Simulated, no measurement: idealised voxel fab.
The name of this process module is voxel capacitor over wiring.
The cross-section on display is named cut; it measures 265 nm wide, and its cells are 5 nm squares.
Throughout this document, each cross-section is represented as a grid of square cells and is presented as a sequence of bands enumerated from the top downward, where a band comprises one or more rows of cells. The band entry comprises the height of the band's top followed by the height of its bottom, expressed in nm, and subsequently the band's materials from left to right, each stated together with its width in nm. Where a single material is marked with the word "all across", that material fills the band from edge to edge. The word "empty" represents empty space. Beneath 0, the wafer as received is one material, and that level is where height counting begins. The lowest band goes on downward without a bottom; it is written like "0 and below". A two-number width, for instance "30->40", indicates that the width is equal to the first number in the top row of the band and to the second number in the bottom row, and that it changes by a constant amount per row of cells. "no alteration", as given for a step, is the statement that not any cell of the cross-section underwent a change during that step. Any empty space of 8 cells or more lacking an open way to the top shows up in "Closed internal voids" as width x height at distance, distance from the left edge, in nm. Past the settings on a step's line: simulator remark, on that step. A step's line can hold "overlay nm"; with a mask on that step, the setting says how far right of the planned place the mask lay, while a negative setting says it lay to the left. Layout of what follows: cross-section pairs, each bracketing one process step, the after cross-section shown only to the lowest band that changed, the step between and its settings noted under each pair. Pairs may originate in different runs of this module on the same starting wafer; a pair continues from the pair above only where its entry headed "Before the process" says so.

Before the process
> 0 and below = Si all across
> Closed internal voids: none

Post-Step Section View
> 10 down to 0 = SiO2 all across
> Everything under 0 stays put, no change at all.
> Closed internal voids: none
Transition step, before and after shown above: CONFORMAL_DEP [material SiO2] [thk nm 10]

Before the process: unchanged from the after cross-section in the pair immediately above; refer to that figure.

Post-Step Section View
> 15 down to 10 = SiN all across
> Everything under 10 stays put, no change at all.
> Closed internal voids: none
Transition step, before and after shown above: CONFORMAL_DEP [material SiN] [thk nm 5]

Before the process: unchanged from the after cross-section in the pair immediately above; refer to that figure.

Post-Step Section View
> 30 down to 15 = lowk all across
> Everything under 15 stays put, no change at all.
> Closed internal voids: none
Transition step, before and after shown above: DIRECTIONAL_DEP [material lowk] [thk nm 15]

Before the process: unchanged from the after cross-section in the pair immediately above; refer to that figure.

Post-Step Section View
> 40 down to 30 = aC all across
> Everything under 30 stays put, no change at all.
> Closed internal voids: none
Transition step, before and after shown above: DIRECTIONAL_DEP [material aC] [thk nm 10]

Before the process: unchanged from the after cross-section in the pair immediately above; refer to that figure.

Post-Step Section View
> 65 down to 40 = 65 of resist | 30 of empty | 70 of resist | 30 of empty | 70 of resist
> Everything under 40 stays put, no change at all.
> Closed internal voids: none
Transition step, before and after shown above: PATTERN [tone open] [mask id METAL_1] [material resist] [width nm 30] [pitch nm 100] [thk nm 25] [overlay nm 0]

Before the process: unchanged from the after cross-section in the pair immediately above; refer to that figure.

Post-Step Section View
> 55 down to 40 = 65 of resist | 30 of empty | 70 of resist | 30 of empty | 70 of resist
> 40 down to 30 = 65 of aC | 30 of empty | 70 of aC | 30 of empty | 70 of aC
> Everything under 30 stays put, no change at all.
> Closed internal voids: none
Transition step, before and after shown above: DIRECTIONAL_ETCH [etch materials aC] [depth nm 10]

Before the process: unchanged from the after cross-section in the pair immediately above; refer to that figure.

Post-Step Section View
> 40 down to 30 = 65 of aC | 30 of empty | 70 of aC | 30 of empty | 70 of aC
> Everything under 30 stays put, no change at all.
> Closed internal voids: none
Transition step, before and after shown above: STRIP [etch materials resist]

Before the process: unchanged from the after cross-section in the pair immediately above; refer to that figure.

Post-Step Section View
> 40 down to 30 = 65 of aC | 30 of empty | 70 of aC | 30 of empty | 70 of aC
> 30 down to 15 = 65 of lowk | 30 of empty | 70 of lowk | 30 of empty | 70 of lowk
> Everything under 15 stays put, no change at all.
> Closed internal voids: none
Transition step, before and after shown above: DIRECTIONAL_ETCH [etch materials lowk] [depth nm 15]

Before the process: unchanged from the after cross-section in the pair immediately above; refer to that figure.

Post-Step Section View
> 40 down to 30 = 65 of aC | 30 of empty | 70 of aC | 30 of empty | 70 of aC
> 30 down to 15 = 65 of lowk | 30 of empty | 70 of lowk | 30 of empty | 70 of lowk
> 15 down to 10 = 65 of SiN | 30 of empty | 70 of SiN | 30 of empty | 70 of SiN
> Everything under 10 stays put, no change at all.
> Closed internal voids: none
Transition step, before and after shown above: DIRECTIONAL_ETCH [etch materials SiN] [depth nm 5]

Before the process: unchanged from the after cross-section in the pair immediately above; refer to that figure.

Post-Step Section View
> 30 down to 15 = 65 of lowk | 30 of empty | 70 of lowk | 30 of empty | 70 of lowk
> Everything under 15 stays put, no change at all.
> Closed internal voids: none
Transition step, before and after shown above: STRIP [etch materials aC]

Before the process: unchanged from the after cross-section in the pair immediately above; refer to that figure.

Post-Step Section View
> 35 down to 30 = 70 of TiN | 20 of empty | 80 of TiN | 20 of empty | 75 of TiN
> 30 down to 15 = 65 of lowk | 5 of TiN | 20 of empty | 5 of TiN | 70 of lowk | 5 of TiN | 20 of empty | 5 of TiN | 70 of lowk
> 15 down to 10 = 65 of SiN | 30 of TiN | 70 of SiN | 30 of TiN | 70 of SiN
> Everything under 10 stays put, no change at all.
> Closed internal voids: none
Transition step, before and after shown above: CONFORMAL_DEP [material TiN] [thk nm 5]

Before the process: unchanged from the after cross-section in the pair immediately above; refer to that figure.

Post-Step Section View
> 45 down to 35 = Cu all across
> 35 down to 30 = 70 of TiN | 20 of Cu | 80 of TiN | 20 of Cu | 75 of TiN
> 30 down to 15 = 65 of lowk | 5 of TiN | 20 of Cu | 5 of TiN | 70 of lowk | 5 of TiN | 20 of Cu | 5 of TiN | 70 of lowk
> Everything under 15 stays put, no change at all.
> Closed internal voids: none
Transition step, before and after shown above: FILL_DEP [material Cu] [thk nm 10]

Before the process: unchanged from the after cross-section in the pair immediately above; refer to that figure.

Post-Step Section View
> 30 down to 15 = 65 of lowk | 5 of TiN | 20 of Cu | 5 of TiN | 70 of lowk | 5 of TiN | 20 of Cu | 5 of TiN | 70 of lowk
> Everything under 15 stays put, no change at all.
> Closed internal voids: none
Transition step, before and after shown above: CMP [height nm 30]

Before the process: unchanged from the after cross-section in the pair immediately above; refer to that figure.

Post-Step Section View
> 35 down to 30 = 60 of empty | 40 of Ru | 60 of empty | 40 of Ru | 65 of empty
> Everything under 30 stays put, no change at all.
> Closed internal voids: none
Transition step, before and after shown above: EPI [material Ru] [thk nm 5]

Before the process: unchanged from the after cross-section in the pair immediately above; refer to that figure.

Post-Step Section View
> 40 down to 35 = SiCN all across
> 35 down to 30 = 60 of SiCN | 40 of Ru | 60 of SiCN | 40 of Ru | 65 of SiCN
> Everything under 30 stays put, no change at all.
> Closed internal voids: none
Transition step, before and after shown above: FILL_DEP [material SiCN] [thk nm 5]

Before the process: unchanged from the after cross-section in the pair immediately above; refer to that figure.

Post-Step Section View
> 60 down to 40 = lowk all across
> Everything under 40 stays put, no change at all.
> Closed internal voids: none
Transition step, before and after shown above: DIRECTIONAL_DEP [material lowk] [thk nm 20]

Before the process: unchanged from the after cross-section in the pair immediately above; refer to that figure.

Post-Step Section View
> 60 down to 40 = 80 of lowk | 15 of empty | 170 of lowk
> Everything under 40 stays put, no change at all.
> Closed internal voids: none
Transition step, before and after shown above: MASKED_ETCH [tone open] [mask id PLUG_1] [width nm 15] [etch materials lowk] [depth nm 20] [overlay nm 0]

Before the process: unchanged from the after cross-section in the pair immediately above; refer to that figure.

Post-Step Section View
> 60 down to 40 = 80 of lowk | 15 of empty | 170 of lowk
> 40 down to 35 = 80 of SiCN | 15 of empty | 170 of SiCN
> Everything under 35 stays put, no change at all.
> Closed internal voids: none
Transition step, before and after shown above: MASKED_ETCH [tone open] [mask id PLUG_1] [width nm 15] [etch materials SiCN] [depth nm 5] [overlay nm 0]

Before the process: unchanged from the after cross-section in the pair immediately above; refer to that figure.

Post-Step Section View
> 60 down to 45 = 80 of lowk | 15 of empty | 170 of lowk
> 45 down to 40 = 80 of lowk | 15 of Ru | 170 of lowk
> 40 down to 35 = 80 of SiCN | 15 of Ru | 170 of SiCN
> Everything under 35 stays put, no change at all.
> Closed internal voids: none
Transition step, before and after shown above: EPI [material Ru] [thk nm 10]

Before the process: unchanged from the after cross-section in the pair immediately above; refer to that figure.

Post-Step Section View
> 60 down to 55 = 80 of lowk | 15 of empty | 170 of lowk
> 55 down to 40 = 80 of lowk | 15 of Ru | 170 of lowk
> Everything under 40 stays put, no change at all.
> Closed internal voids: none
Transition step, before and after shown above: EPI [material Ru] [thk nm 10]

Before the process: unchanged from the after cross-section in the pair immediately above; refer to that figure.

Post-Step Section View
> 60 down to 40 = 80 of lowk | 15 of Ru | 170 of lowk
> Everything under 40 stays put, no change at all.
> Closed internal voids: none
Transition step, before and after shown above: EPI [material Ru] [thk nm 5]

Before the process: unchanged from the after cross-section in the pair immediately above; refer to that figure.

Post-Step Section View
> 70 down to 60 = TiN all across
> Everything under 60 stays put, no change at all.
> Closed internal voids: none
Transition step, before and after shown above: DIRECTIONAL_DEP [material TiN] [thk nm 10]

Before the process: unchanged from the after cross-section in the pair immediately above; refer to that figure.

Post-Step Section View
> 75 down to 70 = Al2O3 all across
> Everything under 70 stays put, no change at all.
> Closed internal voids: none
Transition step, before and after shown above: DIRECTIONAL_DEP [material Al2O3] [thk nm 5]

Before the process: unchanged from the after cross-section in the pair immediately above; refer to that figure.

Post-Step Section View
> 80 down to 75 = TiN all across
> Everything under 75 stays put, no change at all.
> Closed internal voids: none
Transition step, before and after shown above: DIRECTIONAL_DEP [material TiN] [thk nm 5]

Before the process: unchanged from the after cross-section in the pair immediately above; refer to that figure.

Post-Step Section View
> 95 down to 80 = 80 of empty | 75 of resist | 110 of empty
> Everything under 80 stays put, no change at all.
> Closed internal voids: none
Transition step, before and after shown above: PATTERN [tone cover] [mask id UPPER_PLATE] [material resist] [width nm 75] [thk nm 15] [overlay nm 0]

Before the process: unchanged from the after cross-section in the pair immediately above; refer to that figure.

Post-Step Section View
> 95 down to 80 = 80 of empty | 75 of resist | 110 of empty
> 80 down to 75 = 80 of empty | 75 of TiN | 110 of empty
> Everything under 75 stays put, no change at all.
> Closed internal voids: none
Transition step, before and after shown above: DIRECTIONAL_ETCH [etch materials TiN] [depth nm 5]

Before the process: unchanged from the after cross-section in the pair immediately above; refer to that figure.

Post-Step Section View
> 95 down to 80 = 80 of empty | 75 of resist | 110 of empty
> 80 down to 75 = 80 of empty | 75 of TiN | 110 of empty
> 75 down to 70 = 80 of empty | 75 of Al2O3 | 110 of empty
> Everything under 70 stays put, no change at all.
> Closed internal voids: none
Transition step, before and after shown above: DIRECTIONAL_ETCH [etch materials Al2O3] [depth nm 5]

Before the process: unchanged from the after cross-section in the pair immediately above; refer to that figure.

Post-Step Section View
> 80 down to 75 = 80 of empty | 75 of TiN | 110 of empty
> Everything under 75 stays put, no change at all.
> Closed internal voids: none
Transition step, before and after shown above: STRIP [etch materials resist]

Before the process: unchanged from the after cross-section in the pair immediately above; refer to that figure.

Post-Step Section View
> 80 down to 75 = 80 of empty | 75 of TiN | 110 of empty
> 75 down to 70 = 80 of empty | 75 of Al2O3 | 110 of empty
> 70 down to 60 = 75 of empty | 85 of TiN | 105 of empty
> Everything under 60 stays put, no change at all.
> Closed internal voids: none
Transition step, before and after shown above: MASKED_ETCH [tone cover] [mask id LOWER_PLATE] [width nm 85] [etch materials TiN] [depth nm 10] [overlay nm 0]

Before the process: unchanged from the after cross-section in the pair immediately above; refer to that figure.

Post-Step Section View
> 95 down to 80 = SiO2 all across
> 80 down to 75 = 80 of SiO2 | 75 of TiN | 110 of SiO2
> 75 down to 70 = 80 of SiO2 | 75 of Al2O3 | 110 of SiO2
> 70 down to 60 = 75 of SiO2 | 85 of TiN | 105 of SiO2
> Everything under 60 stays put, no change at all.
> Closed internal voids: none
Transition step, before and after shown above: FILL_DEP [material SiO2] [thk nm 15]

Before the process: unchanged from the after cross-section in the pair immediately above; refer to that figure.

Post-Step Section View
> 90 down to 80 = SiO2 all across
> Everything under 80 stays put, no change at all.
> Closed internal voids: none
Transition step, before and after shown above: CMP [height nm 90]

Before the process: unchanged from the after cross-section in the pair immediately above; refer to that figure.

Post-Step Section View
> 105 down to 90 = aC all across
> Everything under 90 stays put, no change at all.
> Closed internal voids: none
Transition step, before and after shown above: DIRECTIONAL_DEP [material aC] [thk nm 15]

Before the process: unchanged from the after cross-section in the pair immediately above; refer to that figure.

Post-Step Section View
> 140 down to 105 = 90 of resist | 15 of empty | 160 of resist
> Everything under 105 stays put, no change at all.
> Closed internal voids: none
Transition step, before and after shown above: PATTERN [tone open] [mask id PLUG_2] [material resist] [width nm 15] [thk nm 35] [overlay nm 0]

Before the process: unchanged from the after cross-section in the pair immediately above; refer to that figure.

Post-Step Section View
> 125 down to 105 = 90 of resist | 15 of empty | 160 of resist
> 105 down to 90 = 90 of aC | 15 of empty | 160 of aC
> Everything under 90 stays put, no change at all.
> Closed internal voids: none
Transition step, before and after shown above: DIRECTIONAL_ETCH [etch materials aC] [depth nm 15]

Before the process: unchanged from the after cross-section in the pair immediately above; refer to that figure.

Post-Step Section View
> 105 down to 90 = 90 of aC | 15 of empty | 160 of aC
> Everything under 90 stays put, no change at all.
> Closed internal voids: none
Transition step, before and after shown above: STRIP [etch materials resist]

Before the process: unchanged from the after cross-section in the pair immediately above; refer to that figure.

Post-Step Section View
> 105 down to 90 = 90 of aC | 15 of empty | 160 of aC
> 90 down to 80 = 90 of SiO2 | 15 of empty | 160 of SiO2
> Everything under 80 stays put, no change at all.
> Closed internal voids: none
Transition step, before and after shown above: DIRECTIONAL_ETCH [etch materials SiO2] [depth nm 10]

Before the process: unchanged from the after cross-section in the pair immediately above; refer to that figure.

Post-Step Section View
> 90 down to 80 = 90 of SiO2 | 15 of empty | 160 of SiO2
> Everything under 80 stays put, no change at all.
> Closed internal voids: none
Transition step, before and after shown above: STRIP [etch materials aC]

Before the process: unchanged from the after cross-section in the pair immediately above; refer to that figure.

Post-Step Section View
> 95 down to 90 = 95 of TiN | 5 of empty | 165 of TiN
> 90 down to 85 = 90 of SiO2 | 5 of TiN | 5 of empty | 5 of TiN | 160 of SiO2
> 85 down to 75 = 90->80 of SiO2 | 15->75 of TiN | 160->110 of SiO2
> Everything under 75 stays put, no change at all.
> Closed internal voids: none
Transition step, before and after shown above: CONFORMAL_DEP [material TiN] [thk nm 5]

Before the process: unchanged from the after cross-section in the pair immediately above; refer to that figure.

Post-Step Section View
> 105 down to 95 = Ru all across
> 95 down to 90 = 95 of TiN | 5 of Ru | 165 of TiN
> 90 down to 85 = 90 of SiO2 | 5 of TiN | 5 of Ru | 5 of TiN | 160 of SiO2
> Everything under 85 stays put, no change at all.
> Closed internal voids: none
Transition step, before and after shown above: FILL_DEP [material Ru] [thk nm 10]

Before the process: unchanged from the after cross-section in the pair immediately above; refer to that figure.

Post-Step Section View
> 90 down to 85 = 90 of SiO2 | 5 of TiN | 5 of Ru | 5 of TiN | 160 of SiO2
> Everything under 85 stays put, no change at all.
> Closed internal voids: none
Transition step, before and after shown above: CMP [height nm 90]

Before the process: unchanged from the after cross-section in the pair immediately above; refer to that figure.

Post-Step Section View
> 95 down to 90 = SiCN all across
> Everything under 90 stays put, no change at all.
> Closed internal voids: none
Transition step, before and after shown above: CONFORMAL_DEP [material SiCN] [thk nm 5]

Before the process
> 10 down to 0 = SiO2 all across
> 0 and below = Si all across
> Closed internal voids: none

Post-Step Section View
> 25 down to 10 = lowk all across
> Everything under 10 stays put, no change at all.
> Closed internal voids: none
Transition step, before and after shown above: DIRECTIONAL_DEP [material lowk] [thk nm 15]

Before the process: unchanged from the after cross-section in the pair immediately above; refer to that figure.

Post-Step Section View
> 35 down to 25 = aC all across
> Everything under 25 stays put, no change at all.
> Closed internal voids: none
Transition step, before and after shown above: DIRECTIONAL_DEP [material aC] [thk nm 10]

Before the process: unchanged from the after cross-section in the pair immediately above; refer to that figure.

Post-Step Section View
> 60 down to 35 = 65 of resist | 30 of empty | 70 of resist | 30 of empty | 70 of resist
> Everything under 35 stays put, no change at all.
> Closed internal voids: none
Transition step, before and after shown above: PATTERN [tone open] [mask id METAL_1] [material resist] [width nm 30] [pitch nm 100] [thk nm 25] [overlay nm 0]

Before the process: unchanged from the after cross-section in the pair immediately above; refer to that figure.

Post-Step Section View
> 50 down to 35 = 65 of resist | 30 of empty | 70 of resist | 30 of empty | 70 of resist
> 35 down to 25 = 65 of aC | 30 of empty | 70 of aC | 30 of empty | 70 of aC
> Everything under 25 stays put, no change at all.
> Closed internal voids: none
Transition step, before and after shown above: DIRECTIONAL_ETCH [etch materials aC] [depth nm 10]

Before the process: unchanged from the after cross-section in the pair immediately above; refer to that figure.

Post-Step Section View
> 35 down to 25 = 65 of aC | 30 of empty | 70 of aC | 30 of empty | 70 of aC
> Everything under 25 stays put, no change at all.
> Closed internal voids: none
Transition step, before and after shown above: STRIP [etch materials resist]

Before the process: unchanged from the after cross-section in the pair immediately above; refer to that figure.

Post-Step Section View
> 35 down to 25 = 65 of aC | 30 of empty | 70 of aC | 30 of empty | 70 of aC
> 25 down to 10 = 65 of lowk | 30 of empty | 70 of lowk | 30 of empty | 70 of lowk
> Everything under 10 stays put, no change at all.
> Closed internal voids: none
Transition step, before and after shown above: DIRECTIONAL_ETCH [etch materials lowk] [depth nm 15]

Before the process: unchanged from the after cross-section in the pair immediately above; refer to that figure.

Post-Step Section View
> 25 down to 10 = 65 of lowk | 30 of empty | 70 of lowk | 30 of empty | 70 of lowk
> Everything under 10 stays put, no change at all.
> Closed internal voids: none
Transition step, before and after shown above: STRIP [etch materials aC]

Before the process: unchanged from the after cross-section in the pair immediately above; refer to that figure.

Post-Step Section View
> 30 down to 25 = 70 of TiN | 20 of empty | 80 of TiN | 20 of empty | 75 of TiN
> 25 down to 15 = 65 of lowk | 5 of TiN | 20 of empty | 5 of TiN | 70 of lowk | 5 of TiN | 20 of empty | 5 of TiN | 70 of lowk
> 15 down to 10 = 65 of lowk | 30 of TiN | 70 of lowk | 30 of TiN | 70 of lowk
> Everything under 10 stays put, no change at all.
> Closed internal voids: none
Transition step, before and after shown above: CONFORMAL_DEP [material TiN] [thk nm 5]

Before the process: unchanged from the after cross-section in the pair immediately above; refer to that figure.

Post-Step Section View
> 40 down to 30 = Cu all across
> 30 down to 25 = 70 of TiN | 20 of Cu | 80 of TiN | 20 of Cu | 75 of TiN
> 25 down to 15 = 65 of lowk | 5 of TiN | 20 of Cu | 5 of TiN | 70 of lowk | 5 of TiN | 20 of Cu | 5 of TiN | 70 of lowk
> Everything under 15 stays put, no change at all.
> Closed internal voids: none
Transition step, before and after shown above: FILL_DEP [material Cu] [thk nm 10]

Before the process: unchanged from the after cross-section in the pair immediately above; refer to that figure.

Post-Step Section View
> 30 down to 25 = 70 of TiN | 20 of Cu | 80 of TiN | 20 of Cu | 75 of TiN
> Everything under 25 stays put, no change at all.
> Closed internal voids: none
Transition step, before and after shown above: CMP [height nm 30]

Before the process: unchanged from the after cross-section in the pair immediately above; refer to that figure.

Post-Step Section View
> 35 down to 30 = Ru all across
> Everything under 30 stays put, no change at all.
> Closed internal voids: none
Transition step, before and after shown above: EPI [material Ru] [thk nm 5]

Before the process: unchanged from the after cross-section in the pair immediately above; refer to that figure.

Post-Step Section View
> 40 down to 35 = SiCN all across
> Everything under 35 stays put, no change at all.
> Closed internal voids: none
Transition step, before and after shown above: FILL_DEP [material SiCN] [thk nm 5]

Before the process: unchanged from the after cross-section in the pair immediately above; refer to that figure.

Post-Step Section View
> 60 down to 40 = lowk all across
> Everything under 40 stays put, no change at all.
> Closed internal voids: none
Transition step, before and after shown above: DIRECTIONAL_DEP [material lowk] [thk nm 20]

Before the process: unchanged from the after cross-section in the pair immediately above; refer to that figure.

Post-Step Section View
> 60 down to 40 = 80 of lowk | 15 of empty | 170 of lowk
> Everything under 40 stays put, no change at all.
> Closed internal voids: none
Transition step, before and after shown above: MASKED_ETCH [tone open] [mask id PLUG_1] [width nm 15] [etch materials lowk] [depth nm 20] [overlay nm 0]

Before the process: unchanged from the after cross-section in the pair immediately above; refer to that figure.

Post-Step Section View
> 60 down to 40 = 80 of lowk | 15 of empty | 170 of lowk
> 40 down to 35 = 80 of SiCN | 15 of empty | 170 of SiCN
> Everything under 35 stays put, no change at all.
> Closed internal voids: none
Transition step, before and after shown above: MASKED_ETCH [tone open] [mask id PLUG_1] [width nm 15] [etch materials SiCN] [depth nm 5] [overlay nm 0]

Before the process: unchanged from the after cross-section in the pair immediately above; refer to that figure.

Post-Step Section View
> 60 down to 45 = 80 of lowk | 15 of empty | 170 of lowk
> 45 down to 40 = 80 of lowk | 15 of Ru | 170 of lowk
> 40 down to 35 = 80 of SiCN | 15 of Ru | 170 of SiCN
> Everything under 35 stays put, no change at all.
> Closed internal voids: none
Transition step, before and after shown above: EPI [material Ru] [thk nm 10]

Before the process: unchanged from the after cross-section in the pair immediately above; refer to that figure.

Post-Step Section View
> 60 down to 55 = 80 of lowk | 15 of empty | 170 of lowk
> 55 down to 40 = 80 of lowk | 15 of Ru | 170 of lowk
> Everything under 40 stays put, no change at all.
> Closed internal voids: none
Transition step, before and after shown above: EPI [material Ru] [thk nm 10]

Before the process: unchanged from the after cross-section in the pair immediately above; refer to that figure.

Post-Step Section View
> 60 down to 40 = 80 of lowk | 15 of Ru | 170 of lowk
> Everything under 40 stays put, no change at all.
> Closed internal voids: none
Transition step, before and after shown above: EPI [material Ru] [thk nm 5]

Before the process: unchanged from the after cross-section in the pair immediately above; refer to that figure.

Post-Step Section View
> 70 down to 60 = TiN all across
> Everything under 60 stays put, no change at all.
> Closed internal voids: none
Transition step, before and after shown above: DIRECTIONAL_DEP [material TiN] [thk nm 10]

Before the process: unchanged from the after cross-section in the pair immediately above; refer to that figure.

Post-Step Section View
> 75 down to 70 = Al2O3 all across
> Everything under 70 stays put, no change at all.
> Closed internal voids: none
Transition step, before and after shown above: DIRECTIONAL_DEP [material Al2O3] [thk nm 5]

Before the process: unchanged from the after cross-section in the pair immediately above; refer to that figure.

Post-Step Section View
> 80 down to 75 = TiN all across
> Everything under 75 stays put, no change at all.
> Closed internal voids: none
Transition step, before and after shown above: DIRECTIONAL_DEP [material TiN] [thk nm 5]

Before the process: unchanged from the after cross-section in the pair immediately above; refer to that figure.

Post-Step Section View
> 95 down to 80 = 80 of empty | 75 of resist | 110 of empty
> Everything under 80 stays put, no change at all.
> Closed internal voids: none
Transition step, before and after shown above: PATTERN [tone cover] [mask id UPPER_PLATE] [material resist] [width nm 75] [thk nm 15] [overlay nm 0]

Before the process: unchanged from the after cross-section in the pair immediately above; refer to that figure.

Post-Step Section View
> 95 down to 80 = 80 of empty | 75 of resist | 110 of empty
> 80 down to 75 = 80 of empty | 75 of TiN | 110 of empty
> Everything under 75 stays put, no change at all.
> Closed internal voids: none
Transition step, before and after shown above: DIRECTIONAL_ETCH [etch materials TiN] [depth nm 5]

Before the process: unchanged from the after cross-section in the pair immediately above; refer to that figure.

Post-Step Section View
> 95 down to 80 = 80 of empty | 75 of resist | 110 of empty
> 80 down to 75 = 80 of empty | 75 of TiN | 110 of empty
> 75 down to 70 = 80 of empty | 75 of Al2O3 | 110 of empty
> Everything under 70 stays put, no change at all.
> Closed internal voids: none
Transition step, before and after shown above: DIRECTIONAL_ETCH [etch materials Al2O3] [depth nm 5]

Before the process: unchanged from the after cross-section in the pair immediately above; refer to that figure.

Post-Step Section View
> 80 down to 75 = 80 of empty | 75 of TiN | 110 of empty
> Everything under 75 stays put, no change at all.
> Closed internal voids: none
Transition step, before and after shown above: STRIP [etch materials resist]

Before the process: unchanged from the after cross-section in the pair immediately above; refer to that figure.

Post-Step Section View
> 80 down to 75 = 80 of empty | 75 of TiN | 110 of empty
> 75 down to 70 = 80 of empty | 75 of Al2O3 | 110 of empty
> 70 down to 60 = 75 of empty | 85 of TiN | 105 of empty
> Everything under 60 stays put, no change at all.
> Closed internal voids: none
Transition step, before and after shown above: MASKED_ETCH [tone cover] [mask id LOWER_PLATE] [width nm 85] [etch materials TiN] [depth nm 10] [overlay nm 0]

Before the process: unchanged from the after cross-section in the pair immediately above; refer to that figure.

Post-Step Section View
> 95 down to 80 = SiO2 all across
> 80 down to 75 = 80 of SiO2 | 75 of TiN | 110 of SiO2
> 75 down to 70 = 80 of SiO2 | 75 of Al2O3 | 110 of SiO2
> 70 down to 60 = 75 of SiO2 | 85 of TiN | 105 of SiO2
> Everything under 60 stays put, no change at all.
> Closed internal voids: none
Transition step, before and after shown above: FILL_DEP [material SiO2] [thk nm 15]

Before the process: unchanged from the after cross-section in the pair immediately above; refer to that figure.

Post-Step Section View
> 90 down to 80 = SiO2 all across
> Everything under 80 stays put, no change at all.
> Closed internal voids: none
Transition step, before and after shown above: CMP [height nm 90]

Before the process: unchanged from the after cross-section in the pair immediately above; refer to that figure.

Post-Step Section View
> 105 down to 90 = aC all across
> Everything under 90 stays put, no change at all.
> Closed internal voids: none
Transition step, before and after shown above: DIRECTIONAL_DEP [material aC] [thk nm 15]

Before the process: unchanged from the after cross-section in the pair immediately above; refer to that figure.

Post-Step Section View
> 140 down to 105 = 90 of resist | 15 of empty | 160 of resist
> Everything under 105 stays put, no change at all.
> Closed internal voids: none
Transition step, before and after shown above: PATTERN [tone open] [mask id PLUG_2] [material resist] [width nm 15] [thk nm 35] [overlay nm 0]

Before the process: unchanged from the after cross-section in the pair immediately above; refer to that figure.

Post-Step Section View
> 125 down to 105 = 90 of resist | 15 of empty | 160 of resist
> 105 down to 90 = 90 of aC | 15 of empty | 160 of aC
> Everything under 90 stays put, no change at all.
> Closed internal voids: none
Transition step, before and after shown above: DIRECTIONAL_ETCH [etch materials aC] [depth nm 15]

Before the process: unchanged from the after cross-section in the pair immediately above; refer to that figure.

Post-Step Section View
> 105 down to 90 = 90 of aC | 15 of empty | 160 of aC
> Everything under 90 stays put, no change at all.
> Closed internal voids: none
Transition step, before and after shown above: STRIP [etch materials resist]

Before the process: unchanged from the after cross-section in the pair immediately above; refer to that figure.

Post-Step Section View
> 105 down to 90 = 90 of aC | 15 of empty | 160 of aC
> 90 down to 80 = 90 of SiO2 | 15 of empty | 160 of SiO2
> Everything under 80 stays put, no change at all.
> Closed internal voids: none
Transition step, before and after shown above: DIRECTIONAL_ETCH [etch materials SiO2] [depth nm 10]

Before the process: unchanged from the after cross-section in the pair immediately above; refer to that figure.

Post-Step Section View
> 90 down to 80 = 90 of SiO2 | 15 of empty | 160 of SiO2
> Everything under 80 stays put, no change at all.
> Closed internal voids: none
Transition step, before and after shown above: STRIP [etch materials aC]

Before the process: unchanged from the after cross-section in the pair immediately above; refer to that figure.

Post-Step Section View
> 95 down to 90 = 95 of TiN | 5 of empty | 165 of TiN
> 90 down to 85 = 90 of SiO2 | 5 of TiN | 5 of empty | 5 of TiN | 160 of SiO2
> 85 down to 75 = 90->80 of SiO2 | 15->75 of TiN | 160->110 of SiO2
> Everything under 75 stays put, no change at all.
> Closed internal voids: none
Transition step, before and after shown above: CONFORMAL_DEP [material TiN] [thk nm 5]

Before the process: unchanged from the after cross-section in the pair immediately above; refer to that figure.

Post-Step Section View
> 105 down to 95 = Ru all across
> 95 down to 90 = 95 of TiN | 5 of Ru | 165 of TiN
> 90 down to 85 = 90 of SiO2 | 5 of TiN | 5 of Ru | 5 of TiN | 160 of SiO2
> Everything under 85 stays put, no change at all.
> Closed internal voids: none
Transition step, before and after shown above: FILL_DEP [material Ru] [thk nm 10]

Before the process: unchanged from the after cross-section in the pair immediately above; refer to that figure.

Post-Step Section View
> 90 down to 85 = 90 of SiO2 | 5 of TiN | 5 of Ru | 5 of TiN | 160 of SiO2
> Everything under 85 stays put, no change at all.
> Closed internal voids: none
Transition step, before and after shown above: CMP [height nm 90]

Before the process: unchanged from the after cross-section in the pair immediately above; refer to that figure.

Post-Step Section View
> 95 down to 90 = SiCN all across
> Everything under 90 stays put, no change at all.
> Closed internal voids: none
Transition step, before and after shown above: CONFORMAL_DEP [material SiCN] [thk nm 5]

Before the process
> 60 down to 55 = 80 of lowk | 15 of empty | 170 of lowk
> 55 down to 40 = 80 of lowk | 15 of Ru | 170 of lowk
> 40 down to 35 = 80 of SiCN | 15 of Ru | 170 of SiCN
> 35 down to 30 = 60 of SiCN | 40 of Ru | 60 of SiCN | 40 of Ru | 65 of SiCN
> 30 down to 15 = 65 of lowk | 5 of TiN | 20 of Cu | 5 of TiN | 70 of lowk | 5 of TiN | 20 of Cu | 5 of TiN | 70 of lowk
> 15 down to 10 = 65 of SiN | 30 of TiN | 70 of SiN | 30 of TiN | 70 of SiN
> 10 down to 0 = SiO2 all across
> 0 and below = Si all across
> Closed internal voids: none

Post-Step Section View
> 65 down to 60 = 75 of empty | 25 of Ru | 165 of empty
> 60 down to 40 = 80 of lowk | 15 of Ru | 170 of lowk
> Everything under 40 stays put, no change at all.
> Closed internal voids: none
Transition step, before and after shown above: EPI [material Ru] [thk nm 10]

Before the process: unchanged from the after cross-section in the pair immediately above; refer to that figure.

Post-Step Section View
> 70 down to 60 = 70 of empty | 35 of Ru | 160 of empty
> Everything under 60 stays put, no change at all.
> Closed internal voids: none
Transition step, before and after shown above: EPI [material Ru] [thk nm 5]

Before the process: unchanged from the after cross-section in the pair immediately above; refer to that figure.

Post-Step Section View
> 80 down to 70 = 70 of empty | 35 of TiN | 160 of empty
> 70 down to 60 = 70 of TiN | 35 of Ru | 160 of TiN
> Everything under 60 stays put, no change at all.
> Closed internal voids: none
Transition step, before and after shown above: DIRECTIONAL_DEP [material TiN] [thk nm 10]

Before the process: unchanged from the after cross-section in the pair immediately above; refer to that figure.

Post-Step Section View
> 85 down to 80 = 70 of empty | 35 of Al2O3 | 160 of empty
> 80 down to 75 = 70 of empty | 35 of TiN | 160 of empty
> 75 down to 70 = 70 of Al2O3 | 35 of TiN | 160 of Al2O3
> Everything under 70 stays put, no change at all.
> Closed internal voids: none
Transition step, before and after shown above: DIRECTIONAL_DEP [material Al2O3] [thk nm 5]

Before the process: unchanged from the after cross-section in the pair immediately above; refer to that figure.

Post-Step Section View
> 90 down to 85 = 70 of empty | 35 of TiN | 160 of empty
> 85 down to 80 = 70 of empty | 35 of Al2O3 | 160 of empty
> 80 down to 75 = TiN all across
> Everything under 75 stays put, no change at all.
> Closed internal voids: none
Transition step, before and after shown above: DIRECTIONAL_DEP [material TiN] [thk nm 5]
